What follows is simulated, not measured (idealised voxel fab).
Process module in this document: voxel ribs on slabs
Section cut is 275 nm wide and gridded with 5 nm square cells.
Heads up, the way a cross-section reads in here is a grid of square cells, handed over as bands from the top down, with every band being one or more rows of cells.
In this notation a band is specified by the heights of its top and bottom, in that order and in nm, after which its materials appear from left to right, each paired with its width in nm. The word "all across" attached to a single material means that material fills the band from edge to edge; the word "empty" stands for empty space.
Height 0 is the level under which the wafer as received is all one material. The lowest band goes on downwards, as in "from 0 down".
Quick explanation for "30->40": the width changes in equal steps down the rows of cells, from the first number in the band's top row to the second number in its bottom row.
"remains unaltered" (step): cross-section cells unchanged, all of them.
Voids not open to the top, 8 cells minimum: see "Closed void catalog". Written width x height at distance; distance is from the left edge; nm.
Note: text after step settings on the step line = simulator remark on that step.
overlay nm: mask right of planned place by this much (step with mask). Neg. = left.
The process steps that were planned are listed below:
| 1 | RECEIVE with material Si |
| 2 | DIRECTIONAL_DEP with material SiO2, thk nm 25 |
| 3 | DIRECTIONAL_DEP with material SiN, thk nm 25 |
| 4 | PATTERN with tone cover, mask id RIB, material resist, width nm 15, thk nm 15, overlay nm 0 |
| 5 | DIRECTIONAL_ETCH with etch materials SiN, depth nm 20 |
| 6 | STRIP with etch materials resist |
| 7 | MASKED_ETCH with tone cover, mask id SLAB, width nm 85, etch materials SiN, depth nm 5, overlay nm 0 |
| 8 | FILL_DEP with material SiO2, thk nm 25 |
| 9 | CMP with height nm 70 |
| 10 | DIRECTIONAL_DEP with material W, thk nm 5 |
| 11 | MASKED_ETCH with tone cover, mask id HEATER, width nm 35, etch materials W, depth nm 5, overlay nm 0 |
| 12 | CONFORMAL_DEP with material SiO2, thk nm 10 |
The wafers are alike at the start. At step 4, their width nm differs. The plan lists the first wafer's value.
The first of several wafers in cross-section, exactly as it reached us after step 1:
* from 0 down: Si all across
* Closed void catalog: none
Cross-sectional representation of the first of several wafers at the end of the module, i.e. after its terminal step, step 12:
* from 85 to 80: 110 nm empty  55 nm SiO2  110 nm empty
* from 80 to 75: SiO2 all across
* from 75 to 70: 120 nm SiO2  35 nm W  120 nm SiO2
* from 70 to 50: SiO2 all across
* from 50 to 30: 130 nm SiO2  15 nm SiN  130 nm SiO2
* from 30 to 25: 95 nm SiO2  85 nm SiN  95 nm SiO2
* from 25 to 0: SiO2 all across
* from 0 down: Si all across
* Closed void catalog: none
The last wafer as seen in cross-section at the end of the module:
* from 85 to 80: 110 nm empty  55 nm SiO2  110 nm empty
* from 80 to 75: SiO2 all across
* from 75 to 70: 120 nm SiO2  35 nm W  120 nm SiO2
* from 70 to 50: SiO2 all across
* from 50 to 30: 120 nm SiO2  40 nm SiN  115 nm SiO2
* from 30 to 25: 95 nm SiO2  85 nm SiN  95 nm SiO2
* from 25 to 0: SiO2 all across
* from 0 down: Si all across
* Closed void catalog: none
Per wafer (row), end of module: delta in cells per material since receipt, (+) for gained, (-) for lost; closed voids after that:
width nm 15, +29 SiN, +855 SiO2, +7 W, Closed void catalog: none
width nm 20, +33 SiN, +851 SiO2, +7 W, Closed void catalog: none
width nm 25, +37 SiN, +847 SiO2, +7 W, Closed void catalog: none
width nm 30, +41 SiN, +843 SiO2, +7 W, Closed void catalog: none
width nm 35, +45 SiN, +839 SiO2, +7 W, Closed void catalog: none
width nm 40, +49 SiN, +835 SiO2, +7 W, Closed void catalog: none
